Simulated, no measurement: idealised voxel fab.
process module | voxel transistor to metal
cross-section cut | 215 nm wide | cells 5 nm
A cross-section is a grid of square cells, given in bands from the top down. A band is one or more rows of cells.
Each band's line starts with the height of the band's top and of its bottom, in nm. Then come its materials from left to right, each with its width in nm. One material with "throughout" fills the band from edge to edge. "air" is empty space.
Height 0 is the level under which the wafer as received is all one material. The lowest band goes on downwards, as in "0 down".
A width such as "30 to 40" changes by the same amount from each row of cells to the next, from the band's top row to its bottom row.
"no change" after a step means that no cell of the cross-section changed.
closed voids: empty space of 8 cells or more with no open way to the top, each as width x height at its distance from the left edge, in nm
after a step's settings: what the simulator itself notes on the step
overlay nm, on a step with a mask: how far to the right of its planned place the mask lay; to the left if negative
plan
1 op RECEIVE | material Si
2 op OXIDIZE | depth nm 5
3 op CONFORMAL_DEP | material SiN | thk nm 10
4 op MASKED_ETCH | tone cover | mask id ACTIVE | width nm 125 | etch materials SiN | depth nm 10 | overlay nm 0
5 op MASKED_ETCH | tone cover | mask id ACTIVE | width nm 125 | etch materials SiO2 | depth nm 5 | overlay nm -15
6 op MASKED_ETCH | tone cover | mask id ACTIVE | width nm 125 | etch materials Si | depth nm 20 | overlay nm 0
7 op FILL_DEP | material SiO2 | thk nm 5
8 op CMP | height nm 10
9 op SELECTIVE_ETCH | etch materials SiO2 | depth nm 10
10 op STRIP | etch materials SiN
11 op SELECTIVE_ETCH | etch materials SiO2 | depth nm 5
12 op OXIDIZE | depth nm 5
13 op DIRECTIONAL_DEP | material polySi | thk nm 20
14 op DIRECTIONAL_DEP | material SiCN | thk nm 15
15 op DIRECTIONAL_DEP | material aC | thk nm 15
16 op PATTERN | tone cover | mask id GATE | material resist | width nm 35 | thk nm 35 | overlay nm 0
17 op DIRECTIONAL_ETCH | etch materials aC | depth nm 15
18 op STRIP | etch materials resist
19 op DIRECTIONAL_ETCH | etch materials SiCN | depth nm 25
20 op DIRECTIONAL_ETCH | etch materials polySi | depth nm 30
21 op STRIP | etch materials aC
22 op CONFORMAL_DEP | material SiO2 | thk nm 5
23 op DIRECTIONAL_ETCH | etch materials SiO2 | depth nm 5
24 op CONFORMAL_DEP | material SiN | thk nm 10
25 op DIRECTIONAL_ETCH | etch materials SiN | depth nm 10
26 op DIRECTIONAL_ETCH | etch materials SiO2 | depth nm 5
27 op DIRECTIONAL_ETCH | etch materials Si | depth nm 5
28 op EPI | material pSi | thk nm 5
29 op FILL_DEP | material SiO2 | thk nm 10
30 op CMP | height nm 15
31 op STRIP | etch materials polySi
32 op SELECTIVE_ETCH | etch materials SiO2 | depth nm 5
33 op CONFORMAL_DEP | material HfO2 | thk nm 5
34 op CONFORMAL_DEP | material TiN | thk nm 5
35 op FILL_DEP | material W | thk nm 10
36 op CMP | height nm 10
37 op DIRECTIONAL_DEP | material SiO2 | thk nm 10
38 op PATTERN | tone open | mask id CONTACT | material resist | width nm 20 | pitch nm 85 | thk nm 15 | overlay nm 0
39 op DIRECTIONAL_ETCH | etch materials SiO2 | depth nm 30
40 op STRIP | etch materials resist
41 op CONFORMAL_DEP | material TiN | thk nm 5
42 op FILL_DEP | material Ru | thk nm 5
43 op CMP | height nm 20
44 op DIRECTIONAL_DEP | material TiN | thk nm 5
45 op DIRECTIONAL_DEP | material W | thk nm 15
46 op DIRECTIONAL_DEP | material aC | thk nm 15
47 op PATTERN | tone cover | mask id METAL_1 | material resist | width nm 20 | pitch nm 85 | thk nm 35 | overlay nm 0
48 op DIRECTIONAL_ETCH | etch materials aC | depth nm 15
49 op STRIP | etch materials resist
50 op DIRECTIONAL_ETCH | etch materials W | depth nm 15
51 op DIRECTIONAL_ETCH | etch materials TiN | depth nm 5
52 op STRIP | etch materials aC
53 op FILL_DEP | material lowk | thk nm 10
54 op CMP | height nm 40
55 op CONFORMAL_DEP | material SiCN | thk nm 5
varied across the wafers: overlay nm of step 5. The plan shows the first wafer's value. All wafers start alike
first wafer as received, after step 1
  0 down: Si throughout
  closed voids: none
each wafer at the end: cells of each material gained (+) or lost (-) since it was received, then its closed voids
overlay nm -15 | +15 HfO2 | +18 Ru | -146 Si | +43 SiCN | +12 SiN | +207 SiO2 | +47 TiN | +34 W | +140 lowk | +17 pSi | closed voids: none
overlay nm -10 | +15 HfO2 | +18 Ru | -148 Si | +43 SiCN | +12 SiN | +210 SiO2 | +47 TiN | +34 W | +140 lowk | +16 pSi | closed voids: none
overlay nm -5 | +15 HfO2 | +18 Ru | -150 Si | +43 SiCN | +12 SiN | +213 SiO2 | +47 TiN | +34 W | +140 lowk | +15 pSi | closed voids: none
overlay nm 0 | +15 HfO2 | +18 Ru | -152 Si | +43 SiCN | +12 SiN | +216 SiO2 | +47 TiN | +34 W | +140 lowk | +14 pSi | closed voids: none
overlay nm 5 | +15 HfO2 | +18 Ru | -150 Si | +43 SiCN | +12 SiN | +213 SiO2 | +47 TiN | +34 W | +140 lowk | +15 pSi | closed voids: none
overlay nm 10 | +15 HfO2 | +18 Ru | -148 Si | +43 SiCN | +12 SiN | +210 SiO2 | +47 TiN | +34 W | +140 lowk | +16 pSi | closed voids: none
overlay nm 15 | +15 HfO2 | +18 Ru | -146 Si | +43 SiCN | +12 SiN | +207 SiO2 | +47 TiN | +34 W | +140 lowk | +17 pSi | closed voids: none
